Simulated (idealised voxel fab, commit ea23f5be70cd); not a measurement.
The process module that follows is named voxel ribs on slabs.
We display cut, a cross-section 235 nm in width whose square cells are each 5 nm.
Format of a cross-section: grid, square cells. Given as bands. Order: top down. Band: one or more rows of cells. Top, bottom (nm), then materials left to right with widths (nm); lone material tagged "full width" fills the whole band edge to edge; "air" = empty space. Where do heights start? At 0: under that level the wafer as delivered is made of one material only. And the lowest band has no floor; it just carries on downward, as in "0 and below". A two-number width, for instance "30->40", indicates that the width is equal to the first number in the top row of the band and to the second number in the bottom row, and that it changes by a constant amount per row of cells. "nothing got changed" after a step means that no cell of the cross-section changed. If an empty space has no open way to the top and is at least 8 cells in size, "Fully sealed cavities" lists it, written width x height at distance, where distance is measured from the left edge and every value is in nm. If you see something after the settings on a step's line, that's the simulator's own remark about that step. "overlay nm" answers the question of how far to the right of plan the mask lay on a step that has a mask, and when it is negative the answer is to the left.

# Listed below are the process steps as planned
step 1: RECEIVE [material Si]
step 2: DIRECTIONAL_DEP [material SiO2] [thk nm 30]
step 3: DIRECTIONAL_DEP [material SiN] [thk nm 20]
step 4: PATTERN [tone cover] [mask id RIB] [material resist] [width nm 25] [thk nm 20] [overlay nm 0]
step 5: DIRECTIONAL_ETCH [etch materials SiN] [depth nm 15]
step 6: STRIP [etch materials resist]
step 7: DIRECTIONAL_DEP [material aC] [thk nm 15]
step 8: PATTERN [tone cover] [mask id SLAB] [material resist] [width nm 65] [thk nm 35] [overlay nm 0]
step 9: DIRECTIONAL_ETCH [etch materials aC] [depth nm 15]
step 10: STRIP [etch materials resist]
step 11: DIRECTIONAL_ETCH [etch materials SiN] [depth nm 5]
step 12: STRIP [etch materials aC]
step 13: FILL_DEP [material SiO2] [thk nm 25]
step 14: CMP [height nm 65]
step 15: DIRECTIONAL_DEP [material W] [thk nm 5]
step 16: MASKED_ETCH [tone cover] [mask id HEATER] [width nm 35] [etch materials W] [depth nm 5] [overlay nm 0]
step 17: CONFORMAL_DEP [material SiO2] [thk nm 5]

# Incoming wafer in cross-section (state: after step 1)
  0 and below | Si full width
  Fully sealed cavities: none

# Result of the module, cross-sectioned: start per above, plan per above, one error in how it was run
  75 down to 70 | air (85); SiO2 (45); air (105)
  70 down to 65 | SiO2 (90); W (35); SiO2 (110)
  65 down to 50 | SiO2 full width
  50 down to 35 | SiO2 (105); SiN (25); SiO2 (105)
  35 down to 30 | SiO2 (85); SiN (65); SiO2 (85)
  30 down to 0 | SiO2 full width
  0 and below | Si full width
  Fully sealed cavities: none
Finding, execution versus plan: planned and actual differ for step 16; actual: MASKED_ETCH [tone cover] [mask id HEATER] [width nm 35] [etch materials W] [depth nm 5] [overlay nm -10]
